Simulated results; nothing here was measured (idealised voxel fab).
process module | voxel self aligned vias
cross-section cut | 275 nm wide | cells 5 nm
A cross-section is a grid of square cells, given in bands from the top down. A band is one or more rows of cells.
Each band's line starts with the height of the band's top and of its bottom, in nm. Then come its materials from left to right, each with its width in nm. One material with "throughout" fills the band from edge to edge. "air" is empty space.
Height 0 is the level under which the wafer as received is all one material. The lowest band goes on downwards, as in "0 down".
A width such as "30 to 40" changes by the same amount from each row of cells to the next, from the band's top row to its bottom row.
"no change" after a step means that no cell of the cross-section changed.
closed voids: empty space of 8 cells or more with no open way to the top, each as width x height at its distance from the left edge, in nm
after a step's settings: what the simulator itself notes on the step
overlay nm, on a step with a mask: how far to the right of its planned place the mask lay; to the left if negative
plan
1 op RECEIVE | material Si
2 op CONFORMAL_DEP | material SiO2 | thk nm 10
3 op CONFORMAL_DEP | material SiCN | thk nm 5
4 op DIRECTIONAL_DEP | material lowk | thk nm 20
5 op DIRECTIONAL_DEP | material aC | thk nm 15
6 op PATTERN | tone open | mask id LINES | material resist | width nm 25 | pitch nm 60 | thk nm 35 | overlay nm 0
7 op DIRECTIONAL_ETCH | etch materials aC | depth nm 15
8 op STRIP | etch materials resist
9 op DIRECTIONAL_ETCH | etch materials lowk | depth nm 20
10 op STRIP | etch materials aC
11 op CONFORMAL_DEP | material TiN | thk nm 5
12 op FILL_DEP | material W | thk nm 5
13 op CMP | height nm 35
14 op SELECTIVE_ETCH | etch materials W Ru TiN | depth nm 5
15 op FILL_DEP | material SiN | thk nm 10
16 op CMP | height nm 35
17 op DIRECTIONAL_DEP | material lowk | thk nm 20
18 op PATTERN | tone open | mask id VIAS | material resist | width nm 35 | pitch nm 120 | thk nm 20 | overlay nm 0
19 op DIRECTIONAL_ETCH | etch materials lowk | depth nm 20
20 op DIRECTIONAL_ETCH | etch materials SiN | depth nm 5
21 op STRIP | etch materials resist
22 op CONFORMAL_DEP | material TiN | thk nm 5
23 op FILL_DEP | material W | thk nm 10
24 op CMP | height nm 55
25 op CONFORMAL_DEP | material SiCN | thk nm 5
as received, after step 1
  0 down: Si throughout
  closed voids: none
first wafer at the end, as planned
  60 to 55: SiCN throughout
  55 to 40: lowk 60 | TiN 5 | W 25 | TiN 5 | lowk 85 | TiN 5 | W 25 | TiN 5 | lowk 60
  40 to 35: lowk 60 | TiN 10 | W 15 | TiN 10 | lowk 85 | TiN 10 | W 15 | TiN 10 | lowk 60
  35 to 30: lowk 65 | TiN 25 | lowk 35 | SiN 25 | lowk 35 | TiN 25 | lowk 65
  30 to 20: lowk 65 | TiN 5 | W 15 | TiN 5 | lowk 35 | TiN 5 | W 15 | TiN 5 | lowk 35 | TiN 5 | W 15 | TiN 5 | lowk 65
  20 to 15: lowk 65 | TiN 25 | lowk 35 | TiN 25 | lowk 35 | TiN 25 | lowk 65
  15 to 10: SiCN throughout
  10 to 0: SiO2 throughout
  0 down: Si throughout
  closed voids: none
second wafer at the end: like start, like plan, one mistake
  60 to 55: SiCN throughout
  55 to 35: lowk 60 | TiN 5 | W 25 | TiN 5 | lowk 85 | TiN 5 | W 25 | TiN 5 | lowk 60
  35 to 30: lowk 60 | TiN 35 | lowk 30 | SiN 25 | lowk 30 | TiN 35 | lowk 60
  30 to 20: lowk 60 | TiN 10 | W 15 | TiN 10 | lowk 30 | TiN 5 | W 15 | TiN 5 | lowk 30 | TiN 10 | W 15 | TiN 10 | lowk 60
  20 to 15: lowk 60 | TiN 35 | lowk 30 | TiN 25 | lowk 30 | TiN 35 | lowk 60
  15 to 10: SiCN throughout
  10 to 0: SiO2 throughout
  0 down: Si throughout
  closed voids: none
what went wrong: step 19 was run twice
at the end the second wafer has, in cells: 12 more of TiN | 4 more of W | 16 fewer of lowk
